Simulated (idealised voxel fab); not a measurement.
This is a process module. Its name is voxel capacitor over wiring.
It is cross-section cut that appears here, measuring 255 nm in width, its square cells being 5 nm in size.
In what follows, cross-sections appear as grids of square cells, described through bands that run from the top down, where every band is one or more rows of cells. Heads up on the band format: heights come first, top then bottom, in nm. After that it's the materials left to right, each with its width in nm. A single material flagged "full width" fills the whole band edge to edge, and "air" means there's empty space there. Heights are expressed relative to 0, this being the level below which the as-received wafer comprises one material exclusively. The lowest band is unbounded in the downward direction and is denoted as in "top 0, no bottom". So if you see something like "30->40" for the width, read it as the top row of the band sitting at the first number and the bottom row at the second, with every row in between moving by the same amount as the last. "stayed the same" (step): cross-section cells unchanged, all of them. Empty spaces without an open route to the top, at least 8 cells in extent, make up the entry "Closed void catalog"; each is given as width x height at distance, where the distance is measured from the left edge, and all are in nm. after a step's settings: what the simulator itself notes on the step. Among the settings permitted on a step's line is "overlay nm"; applied to a step with a mask, it specifies the extent to which the mask lay to the right of its planned position, whereas a negative figure signifies a position to the left.
Set out below are the planned steps of the process:
- 1: RECEIVE,material Si
- 2: CONFORMAL_DEP,material SiO2,thk nm 15
- 3: CONFORMAL_DEP,material SiN,thk nm 5
- 4: DIRECTIONAL_DEP,material lowk,thk nm 15
- 5: PATTERN,tone open,mask id METAL_1,material resist,width nm 30,pitch nm 90,thk nm 15,overlay nm 0
- 6: DIRECTIONAL_ETCH,etch materials lowk,depth nm 15
- 7: DIRECTIONAL_ETCH,etch materials SiN,depth nm 5
- 8: STRIP,etch materials resist
- 9: CONFORMAL_DEP,material TiN,thk nm 5
- 10: FILL_DEP,material Ru,thk nm 10
- 11: CMP,height nm 35
- 12: CONFORMAL_DEP,material SiCN,thk nm 5
- 13: DIRECTIONAL_DEP,material lowk,thk nm 10
- 14: MASKED_ETCH,tone open,mask id PLUG_1,width nm 15,etch materials lowk,depth nm 10,overlay nm 0
- 15: MASKED_ETCH,tone open,mask id PLUG_1,width nm 15,etch materials SiCN,depth nm 5,overlay nm 0
- 16: CONFORMAL_DEP,material TiN,thk nm 5
- 17: FILL_DEP,material Ru,thk nm 5
- 18: CMP,height nm 50
- 19: DIRECTIONAL_DEP,material TiN,thk nm 5
- 20: DIRECTIONAL_DEP,material HfO2,thk nm 5
- 21: DIRECTIONAL_DEP,material TiN,thk nm 5
- 22: PATTERN,tone cover,mask id UPPER_PLATE,material resist,width nm 65,thk nm 15,overlay nm 0
- 23: DIRECTIONAL_ETCH,etch materials TiN,depth nm 5
- 24: DIRECTIONAL_ETCH,etch materials HfO2,depth nm 5
- 25: STRIP,etch materials resist
- 26: MASKED_ETCH,tone cover,mask id LOWER_PLATE,width nm 75,etch materials TiN,depth nm 5,overlay nm 0
- 27: FILL_DEP,material SiO2,thk nm 15
- 28: CMP,height nm 75
- 29: PATTERN,tone open,mask id PLUG_2,material resist,width nm 15,thk nm 15,overlay nm 0
- 30: DIRECTIONAL_ETCH,etch materials SiO2,depth nm 10
- 31: STRIP,etch materials resist
- 32: CONFORMAL_DEP,material TiN,thk nm 5
- 33: FILL_DEP,material Cu,thk nm 5
- 34: CMP,height nm 75
- 35: CONFORMAL_DEP,material SiCN,thk nm 5
The first of the two wafers, which ran as planned:
Wafer as received: cross-section following step 1:
> top 0, no bottom  Si full width
> Closed void catalog: none
Step 2 done - wafer cross-section:
> top 15, bottom 0  SiO2 full width
> All layers under 0 are left as they were.
Step 3 done - wafer cross-section:
> top 20, bottom 15  SiN full width
> All layers under 15 are left as they were.
Step 4 done - wafer cross-section:
> top 35, bottom 20  lowk full width
> All layers under 20 are left as they were.
Step 5 done - wafer cross-section:
> top 50, bottom 35  65 of resist, 30 of air, 60 of resist, 30 of air, 70 of resist
> All layers under 35 are left as they were.
Step 6 done - wafer cross-section:
> top 50, bottom 35  65 of resist, 30 of air, 60 of resist, 30 of air, 70 of resist
> top 35, bottom 20  65 of lowk, 30 of air, 60 of lowk, 30 of air, 70 of lowk
> All layers under 20 are left as they were.
Step 7 done - wafer cross-section:
> top 50, bottom 35  65 of resist, 30 of air, 60 of resist, 30 of air, 70 of resist
> top 35, bottom 20  65 of lowk, 30 of air, 60 of lowk, 30 of air, 70 of lowk
> top 20, bottom 15  65 of SiN, 30 of air, 60 of SiN, 30 of air, 70 of SiN
> All layers under 15 are left as they were.
Step 8 done - wafer cross-section:
> top 35, bottom 20  65 of lowk, 30 of air, 60 of lowk, 30 of air, 70 of lowk
> All layers under 20 are left as they were.
Step 9 done - wafer cross-section:
> top 40, bottom 35  70 of TiN, 20 of air, 70 of TiN, 20 of air, 75 of TiN
> top 35, bottom 20  65 of lowk, 5 of TiN, 20 of air, 5 of TiN, 60 of lowk, 5 of TiN, 20 of air, 5 of TiN, 70 of lowk
> top 20, bottom 15  65 of SiN, 30 of TiN, 60 of SiN, 30 of TiN, 70 of SiN
> All layers under 15 are left as they were.
Step 10 done - wafer cross-section:
> top 50, bottom 40  Ru full width
> top 40, bottom 35  70 of TiN, 20 of Ru, 70 of TiN, 20 of Ru, 75 of TiN
> top 35, bottom 20  65 of lowk, 5 of TiN, 20 of Ru, 5 of TiN, 60 of lowk, 5 of TiN, 20 of Ru, 5 of TiN, 70 of lowk
> All layers under 20 are left as they were.
Step 11 done - wafer cross-section:
> top 35, bottom 20  65 of lowk, 5 of TiN, 20 of Ru, 5 of TiN, 60 of lowk, 5 of TiN, 20 of Ru, 5 of TiN, 70 of lowk
> All layers under 20 are left as they were.
Step 12 done - wafer cross-section:
> top 40, bottom 35  SiCN full width
> All layers under 35 are left as they were.
Step 13 done - wafer cross-section:
> top 50, bottom 40  lowk full width
> All layers under 40 are left as they were.
Step 14 done - wafer cross-section:
> top 50, bottom 40  80 of lowk, 15 of air, 160 of lowk
> All layers under 40 are left as they were.
Step 15 done - wafer cross-section:
> top 50, bottom 40  80 of lowk, 15 of air, 160 of lowk
> top 40, bottom 35  80 of SiCN, 15 of air, 160 of SiCN
> All layers under 35 are left as they were.
Step 16 done - wafer cross-section:
> top 55, bottom 50  85 of TiN, 5 of air, 165 of TiN
> top 50, bottom 40  80 of lowk, 5 of TiN, 5 of air, 5 of TiN, 160 of lowk
> top 40, bottom 35  80 of SiCN, 15 of TiN, 160 of SiCN
> All layers under 35 are left as they were.
Step 17 done - wafer cross-section:
> top 60, bottom 55  Ru full width
> top 55, bottom 50  85 of TiN, 5 of Ru, 165 of TiN
> top 50, bottom 40  80 of lowk, 5 of TiN, 5 of Ru, 5 of TiN, 160 of lowk
> All layers under 40 are left as they were.
Step 18 done - wafer cross-section:
> top 50, bottom 40  80 of lowk, 5 of TiN, 5 of Ru, 5 of TiN, 160 of lowk
> All layers under 40 are left as they were.
Step 19 done - wafer cross-section:
> top 55, bottom 50  TiN full width
> All layers under 50 are left as they were.
Step 20 done - wafer cross-section:
> top 60, bottom 55  HfO2 full width
> All layers under 55 are left as they were.
Step 21 done - wafer cross-section:
> top 65, bottom 60  TiN full width
> All layers under 60 are left as they were.
Step 22 done - wafer cross-section:
> top 80, bottom 65  80 of air, 65 of resist, 110 of air
> All layers under 65 are left as they were.
Step 23 done - wafer cross-section:
> top 80, bottom 65  80 of air, 65 of resist, 110 of air
> top 65, bottom 60  80 of air, 65 of TiN, 110 of air
> All layers under 60 are left as they were.
Step 24 done - wafer cross-section:
> top 80, bottom 65  80 of air, 65 of resist, 110 of air
> top 65, bottom 60  80 of air, 65 of TiN, 110 of air
> top 60, bottom 55  80 of air, 65 of HfO2, 110 of air
> All layers under 55 are left as they were.
Step 25 done - wafer cross-section:
> top 65, bottom 60  80 of air, 65 of TiN, 110 of air
> All layers under 60 are left as they were.
Step 26 done - wafer cross-section:
> top 65, bottom 60  80 of air, 65 of TiN, 110 of air
> top 60, bottom 55  80 of air, 65 of HfO2, 110 of air
> top 55, bottom 50  75 of air, 75 of TiN, 105 of air
> All layers under 50 are left as they were.
Step 27 done - wafer cross-section:
> top 80, bottom 65  SiO2 full width
> top 65, bottom 60  80 of SiO2, 65 of TiN, 110 of SiO2
> top 60, bottom 55  80 of SiO2, 65 of HfO2, 110 of SiO2
> top 55, bottom 50  75 of SiO2, 75 of TiN, 105 of SiO2
> All layers under 50 are left as they were.
Step 28 done - wafer cross-section:
> top 75, bottom 65  SiO2 full width
> All layers under 65 are left as they were.
Step 29 done - wafer cross-section:
> top 90, bottom 75  90 of resist, 15 of air, 150 of resist
> All layers under 75 are left as they were.
Step 30 done - wafer cross-section:
> top 90, bottom 75  90 of resist, 15 of air, 150 of resist
> top 75, bottom 65  90 of SiO2, 15 of air, 150 of SiO2
> All layers under 65 are left as they were.
Step 31 done - wafer cross-section:
> top 75, bottom 65  90 of SiO2, 15 of air, 150 of SiO2
> All layers under 65 are left as they were.
Step 32 done - wafer cross-section:
> top 80, bottom 75  95 of TiN, 5 of air, 155 of TiN
> top 75, bottom 70  90 of SiO2, 5 of TiN, 5 of air, 5 of TiN, 150 of SiO2
> top 70, bottom 60  90->80 of SiO2, 15->65 of TiN, 150->110 of SiO2
> All layers under 60 are left as they were.
Step 33 done - wafer cross-section:
> top 85, bottom 80  Cu full width
> top 80, bottom 75  95 of TiN, 5 of Cu, 155 of TiN
> top 75, bottom 70  90 of SiO2, 5 of TiN, 5 of Cu, 5 of TiN, 150 of SiO2
> All layers under 70 are left as they were.
Step 34 done - wafer cross-section:
> top 75, bottom 70  90 of SiO2, 5 of TiN, 5 of Cu, 5 of TiN, 150 of SiO2
> All layers under 70 are left as they were.
Step 35 done - wafer cross-section:
> top 80, bottom 75  SiCN full width
> All layers under 75 are left as they were.
The Second Wafer: Common Origin and Plan, One Mistake in Execution, Identical to the First Through Step 1:
Second wafer at the planned finish of step 2, seen in cross-section:
> top 30, bottom 0  SiO2 full width
> All layers under 0 are left as they were.
Second wafer at the planned finish of step 3, seen in cross-section:
> top 35, bottom 30  SiN full width
> All layers under 30 are left as they were.
Second wafer at the planned finish of step 4, seen in cross-section:
> top 50, bottom 35  lowk full width
> All layers under 35 are left as they were.
Second wafer at the planned finish of step 5, seen in cross-section:
> top 65, bottom 50  65 of resist, 30 of air, 60 of resist, 30 of air, 70 of resist
> All layers under 50 are left as they were.
Second wafer at the planned finish of step 6, seen in cross-section:
> top 65, bottom 50  65 of resist, 30 of air, 60 of resist, 30 of air, 70 of resist
> top 50, bottom 35  65 of lowk, 30 of air, 60 of lowk, 30 of air, 70 of lowk
> All layers under 35 are left as they were.
Second wafer at the planned finish of step 7, seen in cross-section:
> top 65, bottom 50  65 of resist, 30 of air, 60 of resist, 30 of air, 70 of resist
> top 50, bottom 35  65 of lowk, 30 of air, 60 of lowk, 30 of air, 70 of lowk
> top 35, bottom 30  65 of SiN, 30 of air, 60 of SiN, 30 of air, 70 of SiN
> All layers under 30 are left as they were.
Second wafer at the planned finish of step 8, seen in cross-section:
> top 50, bottom 35  65 of lowk, 30 of air, 60 of lowk, 30 of air, 70 of lowk
> All layers under 35 are left as they were.
Second wafer at the planned finish of step 9, seen in cross-section:
> top 55, bottom 50  70 of TiN, 20 of air, 70 of TiN, 20 of air, 75 of TiN
> top 50, bottom 35  65 of lowk, 5 of TiN, 20 of air, 5 of TiN, 60 of lowk, 5 of TiN, 20 of air, 5 of TiN, 70 of lowk
> top 35, bottom 30  65 of SiN, 30 of TiN, 60 of SiN, 30 of TiN, 70 of SiN
> All layers under 30 are left as they were.
Second wafer at the planned finish of step 10, seen in cross-section:
> top 65, bottom 55  Ru full width
> top 55, bottom 50  70 of TiN, 20 of Ru, 70 of TiN, 20 of Ru, 75 of TiN
> top 50, bottom 35  65 of lowk, 5 of TiN, 20 of Ru, 5 of TiN, 60 of lowk, 5 of TiN, 20 of Ru, 5 of TiN, 70 of lowk
> All layers under 35 are left as they were.
Second wafer at the planned finish of step 11, seen in cross-section:
> top 35, bottom 30  65 of SiN, 30 of TiN, 60 of SiN, 30 of TiN, 70 of SiN
> All layers under 30 are left as they were.
Second wafer at the planned finish of step 12, seen in cross-section:
> top 40, bottom 35  SiCN full width
> All layers under 35 are left as they were.
Second wafer at the planned finish of step 13, seen in cross-section:
> top 50, bottom 40  lowk full width
> All layers under 40 are left as they were.
Second wafer at the planned finish of step 14, seen in cross-section:
> top 50, bottom 40  80 of lowk, 15 of air, 160 of lowk
> All layers under 40 are left as they were.
Second wafer at the planned finish of step 15, seen in cross-section:
> top 50, bottom 40  80 of lowk, 15 of air, 160 of lowk
> top 40, bottom 35  80 of SiCN, 15 of air, 160 of SiCN
> All layers under 35 are left as they were.
Second wafer at the planned finish of step 16, seen in cross-section:
> top 55, bottom 50  85 of TiN, 5 of air, 165 of TiN
> top 50, bottom 40  80 of lowk, 5 of TiN, 5 of air, 5 of TiN, 160 of lowk
> top 40, bottom 35  80 of SiCN, 15 of TiN, 160 of SiCN
> All layers under 35 are left as they were.
Second wafer at the planned finish of step 17, seen in cross-section:
> top 60, bottom 55  Ru full width
> top 55, bottom 50  85 of TiN, 5 of Ru, 165 of TiN
> top 50, bottom 40  80 of lowk, 5 of TiN, 5 of Ru, 5 of TiN, 160 of lowk
> All layers under 40 are left as they were.
Second wafer at the planned finish of step 18, seen in cross-section:
> top 50, bottom 40  80 of lowk, 5 of TiN, 5 of Ru, 5 of TiN, 160 of lowk
> All layers under 40 are left as they were.
Second wafer at the planned finish of step 19, seen in cross-section:
> top 55, bottom 50  TiN full width
> All layers under 50 are left as they were.
Second wafer at the planned finish of step 20, seen in cross-section:
> top 60, bottom 55  HfO2 full width
> All layers under 55 are left as they were.
Second wafer at the planned finish of step 21, seen in cross-section:
> top 65, bottom 60  TiN full width
> All layers under 60 are left as they were.
Second wafer at the planned finish of step 22, seen in cross-section:
> top 80, bottom 65  80 of air, 65 of resist, 110 of air
> All layers under 65 are left as they were.
Second wafer at the planned finish of step 23, seen in cross-section:
> top 80, bottom 65  80 of air, 65 of resist, 110 of air
> top 65, bottom 60  80 of air, 65 of TiN, 110 of air
> All layers under 60 are left as they were.
Second wafer at the planned finish of step 24, seen in cross-section:
> top 80, bottom 65  80 of air, 65 of resist, 110 of air
> top 65, bottom 60  80 of air, 65 of TiN, 110 of air
> top 60, bottom 55  80 of air, 65 of HfO2, 110 of air
> All layers under 55 are left as they were.
Second wafer at the planned finish of step 25, seen in cross-section:
> top 65, bottom 60  80 of air, 65 of TiN, 110 of air
> All layers under 60 are left as they were.
Second wafer at the planned finish of step 26, seen in cross-section:
> top 65, bottom 60  80 of air, 65 of TiN, 110 of air
> top 60, bottom 55  80 of air, 65 of HfO2, 110 of air
> top 55, bottom 50  75 of air, 75 of TiN, 105 of air
> All layers under 50 are left as they were.
Second wafer at the planned finish of step 27, seen in cross-section:
> top 80, bottom 65  SiO2 full width
> top 65, bottom 60  80 of SiO2, 65 of TiN, 110 of SiO2
> top 60, bottom 55  80 of SiO2, 65 of HfO2, 110 of SiO2
> top 55, bottom 50  75 of SiO2, 75 of TiN, 105 of SiO2
> All layers under 50 are left as they were.
Second wafer at the planned finish of step 28, seen in cross-section:
> top 75, bottom 65  SiO2 full width
> All layers under 65 are left as they were.
Second wafer at the planned finish of step 29, seen in cross-section:
> top 90, bottom 75  90 of resist, 15 of air, 150 of resist
> All layers under 75 are left as they were.
Second wafer at the planned finish of step 30, seen in cross-section:
> top 90, bottom 75  90 of resist, 15 of air, 150 of resist
> top 75, bottom 65  90 of SiO2, 15 of air, 150 of SiO2
> All layers under 65 are left as they were.
Second wafer at the planned finish of step 31, seen in cross-section:
> top 75, bottom 65  90 of SiO2, 15 of air, 150 of SiO2
> All layers under 65 are left as they were.
Second wafer at the planned finish of step 32, seen in cross-section:
> top 80, bottom 75  95 of TiN, 5 of air, 155 of TiN
> top 75, bottom 70  90 of SiO2, 5 of TiN, 5 of air, 5 of TiN, 150 of SiO2
> top 70, bottom 60  90->80 of SiO2, 15->65 of TiN, 150->110 of SiO2
> All layers under 60 are left as they were.
Second wafer at the planned finish of step 33, seen in cross-section:
> top 85, bottom 80  Cu full width
> top 80, bottom 75  95 of TiN, 5 of Cu, 155 of TiN
> top 75, bottom 70  90 of SiO2, 5 of TiN, 5 of Cu, 5 of TiN, 150 of SiO2
> All layers under 70 are left as they were.
Second wafer at the planned finish of step 34, seen in cross-section:
> top 75, bottom 70  90 of SiO2, 5 of TiN, 5 of Cu, 5 of TiN, 150 of SiO2
> All layers under 70 are left as they were.
Second wafer at the planned finish of step 35, seen in cross-section:
> top 80, bottom 75  SiCN full width
> All layers under 75 are left as they were.
The plan and the run diverged here: twice, step 2 of the plan was run
In the final state, the cell counts of the second wafer exceed or fall short of those of the first for the following materials: 24 fewer of Ru; 153 more of SiO2; 12 fewer of TiN; 117 fewer of lowk
